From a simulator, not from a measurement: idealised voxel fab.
process module | voxel gate over fins
cross-section cut | 290 nm wide | cells 5 nm
A cross-section is a grid of square cells, given in bands from the top down. A band is one or more rows of cells.
Each band's line starts with the height of the band's top and of its bottom, in nm. Then come its materials from left to right, each with its width in nm. One material with "throughout" fills the band from edge to edge. "air" is empty space.
Height 0 is the level under which the wafer as received is all one material. The lowest band goes on downwards, as in "0 down".
A width such as "30 to 40" changes by the same amount from each row of cells to the next, from the band's top row to its bottom row.
"no change" after a step means that no cell of the cross-section changed.
closed voids: empty space of 8 cells or more with no open way to the top, each as width x height at its distance from the left edge, in nm
after a step's settings: what the simulator itself notes on the step
overlay nm, on a step with a mask: how far to the right of its planned place the mask lay; to the left if negative
plan
1 op RECEIVE | material Si
2 op CONFORMAL_DEP | material SiN | thk nm 5
3 op MASKED_ETCH | tone cover | mask id FINS | width nm 15 | pitch nm 35 | etch materials SiN | depth nm 5 | overlay nm 0
4 op MASKED_ETCH | tone cover | mask id FINS | width nm 15 | pitch nm 35 | etch materials Si | depth nm 35 | overlay nm 0
5 op FILL_DEP | material SiO2 | thk nm 5
6 op CMP | height nm 5
7 op SELECTIVE_ETCH | etch materials SiO2 | depth nm 15
8 op STRIP | etch materials SiN
9 op CONFORMAL_DEP | material HfO2 | thk nm 5
10 op CONFORMAL_DEP | material TiN | thk nm 5
11 op FILL_DEP | material W | thk nm 15
12 op CMP | height nm 20
13 op CONFORMAL_DEP | material SiCN | thk nm 5
first wafer, as planned
as received, after step 1
  0 down: Si throughout
  closed voids: none
after step 2
  5 to 0: SiN throughout
  below 0: unchanged
after step 3
  5 to 0: air 120 | SiN 15 | air 20 | SiN 15 | air 120
  below 0: unchanged
after step 4
  5 to 0: air 120 | SiN 15 | air 20 | SiN 15 | air 120
  0 to -35: air 120 | Si 15 | air 20 | Si 15 | air 120
  below -35: unchanged
after step 5
  10 to 5: SiO2 throughout
  5 to 0: SiO2 120 | SiN 15 | SiO2 20 | SiN 15 | SiO2 120
  0 to -35: SiO2 120 | Si 15 | SiO2 20 | Si 15 | SiO2 120
  below -35: unchanged
after step 6
  5 to 0: SiO2 120 | SiN 15 | SiO2 20 | SiN 15 | SiO2 120
  below 0: unchanged
after step 7
  5 to 0: air 120 | SiN 15 | air 20 | SiN 15 | air 120
  0 to -10: air 120 | Si 15 | air 20 | Si 15 | air 120
  below -10: unchanged
after step 8
  0 to -10: air 120 | Si 15 | air 20 | Si 15 | air 120
  below -10: unchanged
after step 9
  5 to 0: air 115 | HfO2 25 | air 10 | HfO2 25 | air 115
  0 to -5: air 115 | HfO2 5 | Si 15 | HfO2 5 | air 10 | HfO2 5 | Si 15 | HfO2 5 | air 115
  -5 to -10: HfO2 120 | Si 15 | HfO2 20 | Si 15 | HfO2 120
  below -10: unchanged
after step 10
  10 to 5: air 110 | TiN 70 | air 110
  5 to 0: air 110 | TiN 5 | HfO2 25 | TiN 10 | HfO2 25 | TiN 5 | air 110
  0 to -5: TiN 115 | HfO2 5 | Si 15 | HfO2 5 | TiN 10 | HfO2 5 | Si 15 | HfO2 5 | TiN 115
  below -5: unchanged
after step 11
  25 to 10: W throughout
  10 to 5: W 110 | TiN 70 | W 110
  5 to 0: W 110 | TiN 5 | HfO2 25 | TiN 10 | HfO2 25 | TiN 5 | W 110
  below 0: unchanged
after step 12
  20 to 10: W throughout
  below 10: unchanged
after step 13
  25 to 20: SiCN throughout
  below 20: unchanged
second wafer: like start, like plan, one mistake. Through step 6 it matches the first wafer
when step 7 should have ended
  5 to 0: SiO2 120 | air 15 | SiO2 20 | air 15 | SiO2 120
  below 0: unchanged
when step 8 should have ended
  0 to -10: air 120 | Si 15 | air 20 | Si 15 | air 120
  -10 to -15: SiO2 105 | air 15 | Si 15 | air 20 | Si 15 | air 15 | SiO2 105
  below -15: unchanged
when step 9 should have ended
  5 to 0: air 115 | HfO2 25 | air 10 | HfO2 25 | air 115
  0 to -5: air 115 | HfO2 5 | Si 15 | HfO2 5 | air 10 | HfO2 5 | Si 15 | HfO2 5 | air 115
  -5 to -10: HfO2 110 | air 5 | HfO2 5 | Si 15 | HfO2 5 | air 10 | HfO2 5 | Si 15 | HfO2 5 | air 5 | HfO2 110
  -10 to -15: SiO2 105 | HfO2 15 | Si 15 | HfO2 20 | Si 15 | HfO2 15 | SiO2 105
  below -15: unchanged
when step 10 should have ended
  10 to 5: air 110 | TiN 70 | air 110
  5 to 0: air 110 | TiN 5 | HfO2 25 | TiN 10 | HfO2 25 | TiN 5 | air 110
  0 to -5: TiN 115 | HfO2 5 | Si 15 | HfO2 5 | TiN 10 | HfO2 5 | Si 15 | HfO2 5 | TiN 115
  -5 to -10: HfO2 110 | TiN 5 | HfO2 5 | Si 15 | HfO2 5 | TiN 10 | HfO2 5 | Si 15 | HfO2 5 | TiN 5 | HfO2 110
  below -10: unchanged
when step 11 should have ended
  25 to 10: W throughout
  10 to 5: W 110 | TiN 70 | W 110
  5 to 0: W 110 | TiN 5 | HfO2 25 | TiN 10 | HfO2 25 | TiN 5 | W 110
  below 0: unchanged
when step 12 should have ended
  20 to 10: W throughout
  below 10: unchanged
when step 13 should have ended
  25 to 20: SiCN throughout
  below 20: unchanged
what went wrong: steps 7 and 8 were swapped
at the end the second wafer has, in cells: 6 more of HfO2 | 10 fewer of SiO2 | 4 more of TiN
